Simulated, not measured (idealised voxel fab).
Module name: voxel ribs on slabs (process module)
Shown is cross-section cut, with a width of 155 nm and square cells of size 5 nm.
Cross-section format: a grid of square cells, given as bands from top to bottom; each band is one or more rows of cells. Read a band's entry like this: the first values are the height of its top and the height of its bottom in nm, and what follows is the sequence of materials from left to right, each with its width in nm. Note that "blank" is empty space, and that a single material marked "everywhere" reaches across the band from edge to edge. Basically, 0 is our baseline, since under it the wafer straight out of the box is all one material. The bottom band has no lower end and keeps on going down, so it looks like "0 -> down". Width spec "30 to 40" -> top row of cells at first value, bottom row at second value, equal per-row change in between. You'll sometimes find "no alteration" written for a step, and that's the way of saying that nowhere in the cross-section did a cell change during that step. "Enclosed internal cavities" lists enclosed empty spaces (at least 8 cells, no open path upward to the top), each as width x height at distance from the left edge, in nm. On each step's line, the part that comes after the settings is the simulator's own comment on the step. The setting "overlay nm" may be written on the line of a step. When the step uses a mask, the value reports how far to the right of the planned place the mask lay, and a negative value reports that it lay to the left. Structure of the following material. The material consists of pairs of cross-sections. Each pair comprises the cross-section before one process step and the cross-section after that step, the latter shown only down to the lowest band that changed. The step between the cross-sections is specified beneath each pair, including its settings. Pairs are not necessarily consecutive: they may derive from different runs of this module performed on the same starting wafer. Continuity with the pair above is to be assumed only where the entry headed "Pre-processing view" of the pair in question states it.
Pre-processing view
* 0 -> down = Si everywhere
* Enclosed internal cavities: none
Section, Post-Step
* 30 -> 0 = SiO2 everywhere
* All layers under 0 are left as they were.
* Enclosed internal cavities: none
Intermediate step for the cross-sections above: DIRECTIONAL_DEP with material SiO2, thk nm 30
Pre-processing view: Reference is made to the cross-section shown after the step in the pair directly above, which represents the state prior to this step.
Section, Post-Step
* 55 -> 30 = polySi everywhere
* All layers under 30 are left as they were.
* Enclosed internal cavities: none
Intermediate step for the cross-sections above: DIRECTIONAL_DEP with material polySi, thk nm 25
Pre-processing view: Reference is made to the cross-section shown after the step in the pair directly above, which represents the state prior to this step.
Section, Post-Step
* 70 -> 55 = blank 60  resist 30  blank 65
* All layers under 55 are left as they were.
* Enclosed internal cavities: none
Intermediate step for the cross-sections above: PATTERN with tone cover, mask id RIB, material resist, width nm 30, thk nm 15, overlay nm 0
Pre-processing view: Reference is made to the cross-section shown after the step in the pair directly above, which represents the state prior to this step.
Section, Post-Step
* 70 -> 55 = blank 60  resist 30  blank 65
* 55 -> 45 = blank 60  polySi 30  blank 65
* All layers under 45 are left as they were.
* Enclosed internal cavities: none
Intermediate step for the cross-sections above: DIRECTIONAL_ETCH with etch materials polySi, depth nm 10
Pre-processing view: Reference is made to the cross-section shown after the step in the pair directly above, which represents the state prior to this step.
Section, Post-Step
* 55 -> 45 = blank 60  polySi 30  blank 65
* All layers under 45 are left as they were.
* Enclosed internal cavities: none
Intermediate step for the cross-sections above: STRIP with etch materials resist
Pre-processing view: Reference is made to the cross-section shown after the step in the pair directly above, which represents the state prior to this step.
Section, Post-Step
* 55 -> 45 = blank 60  polySi 30  blank 65
* 45 -> 30 = blank 45  polySi 60  blank 50
* All layers under 30 are left as they were.
* Enclosed internal cavities: none
Intermediate step for the cross-sections above: MASKED_ETCH with tone cover, mask id SLAB, width nm 60, etch materials polySi, depth nm 15, overlay nm 0
Pre-processing view: Reference is made to the cross-section shown after the step in the pair directly above, which represents the state prior to this step.
Section, Post-Step
* 80 -> 55 = SiO2 everywhere
* 55 -> 45 = SiO2 60  polySi 30  SiO2 65
* 45 -> 30 = SiO2 45  polySi 60  SiO2 50
* All layers under 30 are left as they were.
* Enclosed internal cavities: none
Intermediate step for the cross-sections above: FILL_DEP with material SiO2, thk nm 25
Pre-processing view: Reference is made to the cross-section shown after the step in the pair directly above, which represents the state prior to this step.
Section, Post-Step
* 70 -> 55 = SiO2 everywhere
* All layers under 55 are left as they were.
* Enclosed internal cavities: none
Intermediate step for the cross-sections above: CMP with height nm 70
Pre-processing view: Reference is made to the cross-section shown after the step in the pair directly above, which represents the state prior to this step.
Section, Post-Step
* 80 -> 70 = W everywhere
* All layers under 70 are left as they were.
* Enclosed internal cavities: none
Intermediate step for the cross-sections above: DIRECTIONAL_DEP with material W, thk nm 10
Pre-processing view: Reference is made to the cross-section shown after the step in the pair directly above, which represents the state prior to this step.
Section, Post-Step
* 95 -> 80 = blank 55  resist 40  blank 60
* All layers under 80 are left as they were.
* Enclosed internal cavities: none
Intermediate step for the cross-sections above: PATTERN with tone cover, mask id HEATER, material resist, width nm 40, thk nm 15, overlay nm 0
Pre-processing view: Reference is made to the cross-section shown after the step in the pair directly above, which represents the state prior to this step.
Section, Post-Step
* 95 -> 80 = blank 55  resist 40  blank 60
* 80 -> 70 = blank 55  W 40  blank 60
* All layers under 70 are left as they were.
* Enclosed internal cavities: none
Intermediate step for the cross-sections above: DIRECTIONAL_ETCH with etch materials W, depth nm 10
Pre-processing view: Reference is made to the cross-section shown after the step in the pair directly above, which represents the state prior to this step.
Section, Post-Step
* 80 -> 70 = blank 55  W 40  blank 60
* All layers under 70 are left as they were.
* Enclosed internal cavities: none
Intermediate step for the cross-sections above: STRIP with etch materials resist
Pre-processing view: Reference is made to the cross-section shown after the step in the pair directly above, which represents the state prior to this step.
Section, Post-Step
* 90 -> 80 = blank 45  SiO2 60  blank 50
* 80 -> 70 = SiO2 55  W 40  SiO2 60
* All layers under 70 are left as they were.
* Enclosed internal cavities: none
Intermediate step for the cross-sections above: CONFORMAL_DEP with material SiO2, thk nm 10
Pre-processing view
* 30 -> 0 = SiO2 everywhere
* 0 -> down = Si everywhere
* Enclosed internal cavities: none
Section, Post-Step
* 60 -> 0 = SiO2 everywhere
* All layers under 0 are left as they were.
* Enclosed internal cavities: none
Intermediate step for the cross-sections above: DIRECTIONAL_DEP with material SiO2, thk nm 30
Pre-processing view: Reference is made to the cross-section shown after the step in the pair directly above, which represents the state prior to this step.
Section, Post-Step
* 85 -> 60 = polySi everywhere
* All layers under 60 are left as they were.
* Enclosed internal cavities: none
Intermediate step for the cross-sections above: DIRECTIONAL_DEP with material polySi, thk nm 25
Pre-processing view: Reference is made to the cross-section shown after the step in the pair directly above, which represents the state prior to this step.
Section, Post-Step
* 100 -> 85 = blank 60  resist 30  blank 65
* All layers under 85 are left as they were.
* Enclosed internal cavities: none
Intermediate step for the cross-sections above: PATTERN with tone cover, mask id RIB, material resist, width nm 30, thk nm 15, overlay nm 0
Pre-processing view: Reference is made to the cross-section shown after the step in the pair directly above, which represents the state prior to this step.
Section, Post-Step
* 100 -> 85 = blank 60  resist 30  blank 65
* 85 -> 75 = blank 60  polySi 30  blank 65
* All layers under 75 are left as they were.
* Enclosed internal cavities: none
Intermediate step for the cross-sections above: DIRECTIONAL_ETCH with etch materials polySi, depth nm 10
Pre-processing view: Reference is made to the cross-section shown after the step in the pair directly above, which represents the state prior to this step.
Section, Post-Step
* 85 -> 75 = blank 60  polySi 30  blank 65
* All layers under 75 are left as they were.
* Enclosed internal cavities: none
Intermediate step for the cross-sections above: STRIP with etch materials resist
Pre-processing view: Reference is made to the cross-section shown after the step in the pair directly above, which represents the state prior to this step.
Section, Post-Step
* 85 -> 75 = blank 60  polySi 30  blank 65
* 75 -> 60 = blank 45  polySi 60  blank 50
* All layers under 60 are left as they were.
* Enclosed internal cavities: none
Intermediate step for the cross-sections above: MASKED_ETCH with tone cover, mask id SLAB, width nm 60, etch materials polySi, depth nm 15, overlay nm 0
Pre-processing view: Reference is made to the cross-section shown after the step in the pair directly above, which represents the state prior to this step.
Section, Post-Step
* 110 -> 85 = SiO2 everywhere
* 85 -> 75 = SiO2 60  polySi 30  SiO2 65
* 75 -> 60 = SiO2 45  polySi 60  SiO2 50
* All layers under 60 are left as they were.
* Enclosed internal cavities: none
Intermediate step for the cross-sections above: FILL_DEP with material SiO2, thk nm 25
Pre-processing view: Reference is made to the cross-section shown after the step in the pair directly above, which represents the state prior to this step.
Section, Post-Step
* 70 -> 60 = SiO2 45  polySi 60  SiO2 50
* All layers under 60 are left as they were.
* Enclosed internal cavities: none
Intermediate step for the cross-sections above: CMP with height nm 70
Pre-processing view: Reference is made to the cross-section shown after the step in the pair directly above, which represents the state prior to this step.
Section, Post-Step
* 80 -> 70 = W everywhere
* All layers under 70 are left as they were.
* Enclosed internal cavities: none
Intermediate step for the cross-sections above: DIRECTIONAL_DEP with material W, thk nm 10
Pre-processing view: Reference is made to the cross-section shown after the step in the pair directly above, which represents the state prior to this step.
Section, Post-Step
* 95 -> 80 = blank 55  resist 40  blank 60
* All layers under 80 are left as they were.
* Enclosed internal cavities: none
Intermediate step for the cross-sections above: PATTERN with tone cover, mask id HEATER, material resist, width nm 40, thk nm 15, overlay nm 0
Pre-processing view: Reference is made to the cross-section shown after the step in the pair directly above, which represents the state prior to this step.
Section, Post-Step
* 95 -> 80 = blank 55  resist 40  blank 60
* 80 -> 70 = blank 55  W 40  blank 60
* All layers under 70 are left as they were.
* Enclosed internal cavities: none
Intermediate step for the cross-sections above: DIRECTIONAL_ETCH with etch materials W, depth nm 10
Pre-processing view: Reference is made to the cross-section shown after the step in the pair directly above, which represents the state prior to this step.
Section, Post-Step
* 80 -> 70 = blank 55  W 40  blank 60
* All layers under 70 are left as they were.
* Enclosed internal cavities: none
Intermediate step for the cross-sections above: STRIP with etch materials resist
Pre-processing view: Reference is made to the cross-section shown after the step in the pair directly above, which represents the state prior to this step.
Section, Post-Step
* 90 -> 80 = blank 45  SiO2 60  blank 50
* 80 -> 70 = SiO2 55  W 40  SiO2 60
* All layers under 70 are left as they were.
* Enclosed internal cavities: none
Intermediate step for the cross-sections above: CONFORMAL_DEP with material SiO2, thk nm 10
Pre-processing view
* 0 -> down = Si everywhere
* Enclosed internal cavities: none
Section, Post-Step
* 25 -> 0 = polySi everywhere
* All layers under 0 are left as they were.
* Enclosed internal cavities: none
Intermediate step for the cross-sections above: DIRECTIONAL_DEP with material polySi, thk nm 25
Pre-processing view: Reference is made to the cross-section shown after the step in the pair directly above, which represents the state prior to this step.
Section, Post-Step
* 55 -> 25 = SiO2 everywhere
* All layers under 25 are left as they were.
* Enclosed internal cavities: none
Intermediate step for the cross-sections above: DIRECTIONAL_DEP with material SiO2, thk nm 30
Pre-processing view: Reference is made to the cross-section shown after the step in the pair directly above, which represents the state prior to this step.
Section, Post-Step
* 70 -> 55 = blank 60  resist 30  blank 65
* All layers under 55 are left as they were.
* Enclosed internal cavities: none
Intermediate step for the cross-sections above: PATTERN with tone cover, mask id RIB, material resist, width nm 30, thk nm 15, overlay nm 0
Pre-processing view: Reference is made to the cross-section shown after the step in the pair directly above, which represents the state prior to this step.
Section, Post-Step
* 55 -> 25 = SiO2 everywhere
* All layers under 25 are left as they were.
* Enclosed internal cavities: none
Intermediate step for the cross-sections above: STRIP with etch materials resist
Pre-processing view: Reference is made to the cross-section shown after the step in the pair directly above, which represents the state prior to this step.
Section, Post-Step
* 80 -> 25 = SiO2 everywhere
* All layers under 25 are left as they were.
* Enclosed internal cavities: none
Intermediate step for the cross-sections above: FILL_DEP with material SiO2, thk nm 25
Pre-processing view: Reference is made to the cross-section shown after the step in the pair directly above, which represents the state prior to this step.
Section, Post-Step
* 70 -> 25 = SiO2 everywhere
* All layers under 25 are left as they were.
* Enclosed internal cavities: none
Intermediate step for the cross-sections above: CMP with height nm 70
Pre-processing view: Reference is made to the cross-section shown after the step in the pair directly above, which represents the state prior to this step.
Section, Post-Step
* 80 -> 70 = W everywhere
* All layers under 70 are left as they were.
* Enclosed internal cavities: none
Intermediate step for the cross-sections above: DIRECTIONAL_DEP with material W, thk nm 10
Pre-processing view: Reference is made to the cross-section shown after the step in the pair directly above, which represents the state prior to this step.
Section, Post-Step
* 95 -> 80 = blank 55  resist 40  blank 60
* All layers under 80 are left as they were.
* Enclosed internal cavities: none
Intermediate step for the cross-sections above: PATTERN with tone cover, mask id HEATER, material resist, width nm 40, thk nm 15, overlay nm 0
Pre-processing view: Reference is made to the cross-section shown after the step in the pair directly above, which represents the state prior to this step.
Section, Post-Step
* 95 -> 80 = blank 55  resist 40  blank 60
* 80 -> 70 = blank 55  W 40  blank 60
* All layers under 70 are left as they were.
* Enclosed internal cavities: none
Intermediate step for the cross-sections above: DIRECTIONAL_ETCH with etch materials W, depth nm 10
Pre-processing view: Reference is made to the cross-section shown after the step in the pair directly above, which represents the state prior to this step.
Section, Post-Step
* 80 -> 70 = blank 55  W 40  blank 60
* All layers under 70 are left as they were.
* Enclosed internal cavities: none
Intermediate step for the cross-sections above: STRIP with etch materials resist
Pre-processing view: Reference is made to the cross-section shown after the step in the pair directly above, which represents the state prior to this step.
Section, Post-Step
* 90 -> 80 = blank 45  SiO2 60  blank 50
* 80 -> 70 = SiO2 55  W 40  SiO2 60
* All layers under 70 are left as they were.
* Enclosed internal cavities: none
Intermediate step for the cross-sections above: CONFORMAL_DEP with material SiO2, thk nm 10
Pre-processing view
* 55 -> 45 = blank 60  polySi 30  blank 65
* 45 -> 30 = polySi everywhere
* 30 -> 0 = SiO2 everywhere
* 0 -> down = Si everywhere
* Enclosed internal cavities: none
Section, Post-Step
* 55 -> 45 = blank 60  polySi 30  blank 65
* 45 -> 40 = blank 45  polySi 60  blank 50
* All layers under 40 are left as they were.
* Enclosed internal cavities: none
Intermediate step for the cross-sections above: MASKED_ETCH with tone cover, mask id SLAB, width nm 60, etch materials polySi, depth nm 5, overlay nm 0
Pre-processing view: Reference is made to the cross-section shown after the step in the pair directly above, which represents the state prior to this step.
Section, Post-Step
* 80 -> 55 = SiO2 everywhere
* 55 -> 45 = SiO2 60  polySi 30  SiO2 65
* 45 -> 40 = SiO2 45  polySi 60  SiO2 50
* All layers under 40 are left as they were.
* Enclosed internal cavities: none
Intermediate step for the cross-sections above: FILL_DEP with material SiO2, thk nm 25
Pre-processing view: Reference is made to the cross-section shown after the step in the pair directly above, which represents the state prior to this step.
Section, Post-Step
* 70 -> 55 = SiO2 everywhere
* All layers under 55 are left as they were.
* Enclosed internal cavities: none
Intermediate step for the cross-sections above: CMP with height nm 70
Pre-processing view: Reference is made to the cross-section shown after the step in the pair directly above, which represents the state prior to this step.
Section, Post-Step
* 80 -> 70 = W everywhere
* All layers under 70 are left as they were.
* Enclosed internal cavities: none
Intermediate step for the cross-sections above: DIRECTIONAL_DEP with material W, thk nm 10
Pre-processing view: Reference is made to the cross-section shown after the step in the pair directly above, which represents the state prior to this step.
Section, Post-Step
* 95 -> 80 = blank 55  resist 40  blank 60
* All layers under 80 are left as they were.
* Enclosed internal cavities: none
Intermediate step for the cross-sections above: PATTERN with tone cover, mask id HEATER, material resist, width nm 40, thk nm 15, overlay nm 0
Pre-processing view: Reference is made to the cross-section shown after the step in the pair directly above, which represents the state prior to this step.
Section, Post-Step
* 95 -> 80 = blank 55  resist 40  blank 60
* 80 -> 70 = blank 55  W 40  blank 60
* All layers under 70 are left as they were.
* Enclosed internal cavities: none
Intermediate step for the cross-sections above: DIRECTIONAL_ETCH with etch materials W, depth nm 10
Pre-processing view: Reference is made to the cross-section shown after the step in the pair directly above, which represents the state prior to this step.
Section, Post-Step
* 80 -> 70 = blank 55  W 40  blank 60
* All layers under 70 are left as they were.
* Enclosed internal cavities: none
Intermediate step for the cross-sections above: STRIP with etch materials resist
Pre-processing view: Reference is made to the cross-section shown after the step in the pair directly above, which represents the state prior to this step.
Section, Post-Step
* 90 -> 80 = blank 45  SiO2 60  blank 50
* 80 -> 70 = SiO2 55  W 40  SiO2 60
* All layers under 70 are left as they were.
* Enclosed internal cavities: none
Intermediate step for the cross-sections above: CONFORMAL_DEP with material SiO2, thk nm 10
Pre-processing view
* 55 -> 30 = polySi everywhere
* 30 -> 0 = SiO2 everywhere
* 0 -> down = Si everywhere
* Enclosed internal cavities: none
Section, Post-Step
* 70 -> 55 = blank 55  resist 40  blank 60
* All layers under 55 are left as they were.
* Enclosed internal cavities: none
Intermediate step for the cross-sections above: PATTERN with tone cover, mask id RIB, material resist, width nm 40, thk nm 15, overlay nm 0
Pre-processing view: Reference is made to the cross-section shown after the step in the pair directly above, which represents the state prior to this step.
Section, Post-Step
* 70 -> 55 = blank 55  resist 40  blank 60
* 55 -> 45 = blank 55  polySi 40  blank 60
* All layers under 45 are left as they were.
* Enclosed internal cavities: none
Intermediate step for the cross-sections above: DIRECTIONAL_ETCH with etch materials polySi, depth nm 10
Pre-processing view: Reference is made to the cross-section shown after the step in the pair directly above, which represents the state prior to this step.
Section, Post-Step
* 55 -> 45 = blank 55  polySi 40  blank 60
* All layers under 45 are left as they were.
* Enclosed internal cavities: none
Intermediate step for the cross-sections above: STRIP with etch materials resist
Pre-processing view: Reference is made to the cross-section shown after the step in the pair directly above, which represents the state prior to this step.
Section, Post-Step
* 55 -> 45 = blank 55  polySi 40  blank 60
* 45 -> 30 = blank 45  polySi 60  blank 50
* All layers under 30 are left as they were.
* Enclosed internal cavities: none
Intermediate step for the cross-sections above: MASKED_ETCH with tone cover, mask id SLAB, width nm 60, etch materials polySi, depth nm 15, overlay nm 0
Pre-processing view: Reference is made to the cross-section shown after the step in the pair directly above, which represents the state prior to this step.
Section, Post-Step
* 80 -> 55 = SiO2 everywhere
* 55 -> 45 = SiO2 55  polySi 40  SiO2 60
* 45 -> 30 = SiO2 45  polySi 60  SiO2 50
* All layers under 30 are left as they were.
* Enclosed internal cavities: none
Intermediate step for the cross-sections above: FILL_DEP with material SiO2, thk nm 25
Pre-processing view: Reference is made to the cross-section shown after the step in the pair directly above, which represents the state prior to this step.
Section, Post-Step
* 70 -> 55 = SiO2 everywhere
* All layers under 55 are left as they were.
* Enclosed internal cavities: none
Intermediate step for the cross-sections above: CMP with height nm 70
Pre-processing view: Reference is made to the cross-section shown after the step in the pair directly above, which represents the state prior to this step.
Section, Post-Step
* 80 -> 70 = W everywhere
* All layers under 70 are left as they were.
* Enclosed internal cavities: none
Intermediate step for the cross-sections above: DIRECTIONAL_DEP with material W, thk nm 10
Pre-processing view: Reference is made to the cross-section shown after the step in the pair directly above, which represents the state prior to this step.
Section, Post-Step
* 95 -> 80 = blank 55  resist 40  blank 60
* All layers under 80 are left as they were.
* Enclosed internal cavities: none
Intermediate step for the cross-sections above: PATTERN with tone cover, mask id HEATER, material resist, width nm 40, thk nm 15, overlay nm 0
Pre-processing view: Reference is made to the cross-section shown after the step in the pair directly above, which represents the state prior to this step.
Section, Post-Step
* 95 -> 80 = blank 55  resist 40  blank 60
* 80 -> 70 = blank 55  W 40  blank 60
* All layers under 70 are left as they were.
* Enclosed internal cavities: none
Intermediate step for the cross-sections above: DIRECTIONAL_ETCH with etch materials W, depth nm 10
Pre-processing view: Reference is made to the cross-section shown after the step in the pair directly above, which represents the state prior to this step.
Section, Post-Step
* 80 -> 70 = blank 55  W 40  blank 60
* All layers under 70 are left as they were.
* Enclosed internal cavities: none
Intermediate step for the cross-sections above: STRIP with etch materials resist
Pre-processing view: Reference is made to the cross-section shown after the step in the pair directly above, which represents the state prior to this step.
Section, Post-Step
* 90 -> 80 = blank 45  SiO2 60  blank 50
* 80 -> 70 = SiO2 55  W 40  SiO2 60
* All layers under 70 are left as they were.
* Enclosed internal cavities: none
Intermediate step for the cross-sections above: CONFORMAL_DEP with material SiO2, thk nm 10
Pre-processing view
* 80 -> 70 = W everywhere
* 70 -> 55 = SiO2 everywhere
* 55 -> 45 = SiO2 60  polySi 30  SiO2 65
* 45 -> 30 = SiO2 45  polySi 60  SiO2 50
* 30 -> 0 = SiO2 everywhere
* 0 -> down = Si everywhere
* Enclosed internal cavities: none
Section, Post-Step
* 95 -> 80 = blank 65  resist 40  blank 50
* All layers under 80 are left as they were.
* Enclosed internal cavities: none
Intermediate step for the cross-sections above: PATTERN with tone cover, mask id HEATER, material resist, width nm 40, thk nm 15, overlay nm 10
Pre-processing view: Reference is made to the cross-section shown after the step in the pair directly above, which represents the state prior to this step.
Section, Post-Step
* 95 -> 80 = blank 65  resist 40  blank 50
* 80 -> 70 = blank 65  W 40  blank 50
* All layers under 70 are left as they were.
* Enclosed internal cavities: none
Intermediate step for the cross-sections above: DIRECTIONAL_ETCH with etch materials W, depth nm 10
Pre-processing view: Reference is made to the cross-section shown after the step in the pair directly above, which represents the state prior to this step.
Section, Post-Step
* 80 -> 70 = blank 65  W 40  blank 50
* All layers under 70 are left as they were.
* Enclosed internal cavities: none
Intermediate step for the cross-sections above: STRIP with etch materials resist
Pre-processing view: Reference is made to the cross-section shown after the step in the pair directly above, which represents the state prior to this step.
Section, Post-Step
* 90 -> 80 = blank 55  SiO2 60  blank 40
* 80 -> 70 = SiO2 65  W 40  SiO2 50
* All layers under 70 are left as they were.
* Enclosed internal cavities: none
Intermediate step for the cross-sections above: CONFORMAL_DEP with material SiO2, thk nm 10
Pre-processing view
* 0 -> down = Si everywhere
* Enclosed internal cavities: none
Section, Post-Step
* 30 -> 0 = polySi everywhere
* All layers under 0 are left as they were.
* Enclosed internal cavities: none
Intermediate step for the cross-sections above: DIRECTIONAL_DEP with material polySi, thk nm 30
Pre-processing view: Reference is made to the cross-section shown after the step in the pair directly above, which represents the state prior to this step.
Section, Post-Step
* 55 -> 0 = polySi everywhere
* All layers under 0 are left as they were.
* Enclosed internal cavities: none
Intermediate step for the cross-sections above: DIRECTIONAL_DEP with material polySi, thk nm 25
Pre-processing view: Reference is made to the cross-section shown after the step in the pair directly above, which represents the state prior to this step.
Section, Post-Step
* 70 -> 55 = blank 60  resist 30  blank 65
* All layers under 55 are left as they were.
* Enclosed internal cavities: none
Intermediate step for the cross-sections above: PATTERN with tone cover, mask id RIB, material resist, width nm 30, thk nm 15, overlay nm 0
Pre-processing view: Reference is made to the cross-section shown after the step in the pair directly above, which represents the state prior to this step.
Section, Post-Step
* 70 -> 55 = blank 60  resist 30  blank 65
* 55 -> 45 = blank 60  polySi 30  blank 65
* All layers under 45 are left as they were.
* Enclosed internal cavities: none
Intermediate step for the cross-sections above: DIRECTIONAL_ETCH with etch materials polySi, depth nm 10
Pre-processing view: Reference is made to the cross-section shown after the step in the pair directly above, which represents the state prior to this step.
Section, Post-Step
* 55 -> 45 = blank 60  polySi 30  blank 65
* All layers under 45 are left as they were.
* Enclosed internal cavities: none
Intermediate step for the cross-sections above: STRIP with etch materials resist
Pre-processing view: Reference is made to the cross-section shown after the step in the pair directly above, which represents the state prior to this step.
Section, Post-Step
* 55 -> 45 = blank 60  polySi 30  blank 65
* 45 -> 30 = blank 45  polySi 60  blank 50
* All layers under 30 are left as they were.
* Enclosed internal cavities: none
Intermediate step for the cross-sections above: MASKED_ETCH with tone cover, mask id SLAB, width nm 60, etch materials polySi, depth nm 15, overlay nm 0
Pre-processing view: Reference is made to the cross-section shown after the step in the pair directly above, which represents the state prior to this step.
Section, Post-Step
* 80 -> 55 = SiO2 everywhere
* 55 -> 45 = SiO2 60  polySi 30  SiO2 65
* 45 -> 30 = SiO2 45  polySi 60  SiO2 50
* All layers under 30 are left as they were.
* Enclosed internal cavities: none
Intermediate step for the cross-sections above: FILL_DEP with material SiO2, thk nm 25
Pre-processing view: Reference is made to the cross-section shown after the step in the pair directly above, which represents the state prior to this step.
Section, Post-Step
* 70 -> 55 = SiO2 everywhere
* All layers under 55 are left as they were.
* Enclosed internal cavities: none
Intermediate step for the cross-sections above: CMP with height nm 70
Pre-processing view: Reference is made to the cross-section shown after the step in the pair directly above, which represents the state prior to this step.
Section, Post-Step
* 80 -> 70 = W everywhere
* All layers under 70 are left as they were.
* Enclosed internal cavities: none
Intermediate step for the cross-sections above: DIRECTIONAL_DEP with material W, thk nm 10
Pre-processing view: Reference is made to the cross-section shown after the step in the pair directly above, which represents the state prior to this step.
Section, Post-Step
* 95 -> 80 = blank 55  resist 40  blank 60
* All layers under 80 are left as they were.
* Enclosed internal cavities: none
Intermediate step for the cross-sections above: PATTERN with tone cover, mask id HEATER, material resist, width nm 40, thk nm 15, overlay nm 0
Pre-processing view: Reference is made to the cross-section shown after the step in the pair directly above, which represents the state prior to this step.
Section, Post-Step
* 95 -> 80 = blank 55  resist 40  blank 60
* 80 -> 70 = blank 55  W 40  blank 60
* All layers under 70 are left as they were.
* Enclosed internal cavities: none
Intermediate step for the cross-sections above: DIRECTIONAL_ETCH with etch materials W, depth nm 10
Pre-processing view: Reference is made to the cross-section shown after the step in the pair directly above, which represents the state prior to this step.
Section, Post-Step
* 80 -> 70 = blank 55  W 40  blank 60
* All layers under 70 are left as they were.
* Enclosed internal cavities: none
Intermediate step for the cross-sections above: STRIP with etch materials resist
Pre-processing view: Reference is made to the cross-section shown after the step in the pair directly above, which represents the state prior to this step.
Section, Post-Step
* 90 -> 80 = blank 45  SiO2 60  blank 50
* 80 -> 70 = SiO2 55  W 40  SiO2 60
* All layers under 70 are left as they were.
* Enclosed internal cavities: none
Intermediate step for the cross-sections above: CONFORMAL_DEP with material SiO2, thk nm 10
Pre-processing view
* 55 -> 45 = blank 60  polySi 30  blank 65
* 45 -> 30 = polySi everywhere
* 30 -> 0 = SiO2 everywhere
* 0 -> down = Si everywhere
* Enclosed internal cavities: none
Section, Post-Step
* 45 -> 40 = polySi 45  blank 60  polySi 50
* 40 -> 30 = polySi 45  blank 15  polySi 30  blank 15  polySi 50
* All layers under 30 are left as they were.
* Enclosed internal cavities: none
Intermediate step for the cross-sections above: MASKED_ETCH with tone open, mask id SLAB, width nm 60, etch materials polySi, depth nm 15, overlay nm 0
Pre-processing view: Reference is made to the cross-section shown after the step in the pair directly above, which represents the state prior to this step.
Section, Post-Step
* 70 -> 45 = SiO2 everywhere
* 45 -> 40 = polySi 45  SiO2 60  polySi 50
* 40 -> 30 = polySi 45  SiO2 15  polySi 30  SiO2 15  polySi 50
* All layers under 30 are left as they were.
* Enclosed internal cavities: none
Intermediate step for the cross-sections above: FILL_DEP with material SiO2, thk nm 25
Pre-processing view: Reference is made to the cross-section shown after the step in the pair directly above, which represents the state prior to this step.
Section, Post-Step
* 80 -> 70 = W everywhere
* All layers under 70 are left as they were.
* Enclosed internal cavities: none
Intermediate step for the cross-sections above: DIRECTIONAL_DEP with material W, thk nm 10
Pre-processing view: Reference is made to the cross-section shown after the step in the pair directly above, which represents the state prior to this step.
Section, Post-Step
* 95 -> 80 = blank 55  resist 40  blank 60
* All layers under 80 are left as they were.
* Enclosed internal cavities: none
Intermediate step for the cross-sections above: PATTERN with tone cover, mask id HEATER, material resist, width nm 40, thk nm 15, overlay nm 0
Pre-processing view: Reference is made to the cross-section shown after the step in the pair directly above, which represents the state prior to this step.
Section, Post-Step
* 95 -> 80 = blank 55  resist 40  blank 60
* 80 -> 70 = blank 55  W 40  blank 60
* All layers under 70 are left as they were.
* Enclosed internal cavities: none
Intermediate step for the cross-sections above: DIRECTIONAL_ETCH with etch materials W, depth nm 10
Pre-processing view: Reference is made to the cross-section shown after the step in the pair directly above, which represents the state prior to this step.
Section, Post-Step
* 80 -> 70 = blank 55  W 40  blank 60
* All layers under 70 are left as they were.
* Enclosed internal cavities: none
Intermediate step for the cross-sections above: STRIP with etch materials resist
Pre-processing view: Reference is made to the cross-section shown after the step in the pair directly above, which represents the state prior to this step.
Section, Post-Step
* 90 -> 80 = blank 45  SiO2 60  blank 50
* 80 -> 70 = SiO2 55  W 40  SiO2 60
* All layers under 70 are left as they were.
* Enclosed internal cavities: none
Intermediate step for the cross-sections above: CONFORMAL_DEP with material SiO2, thk nm 10
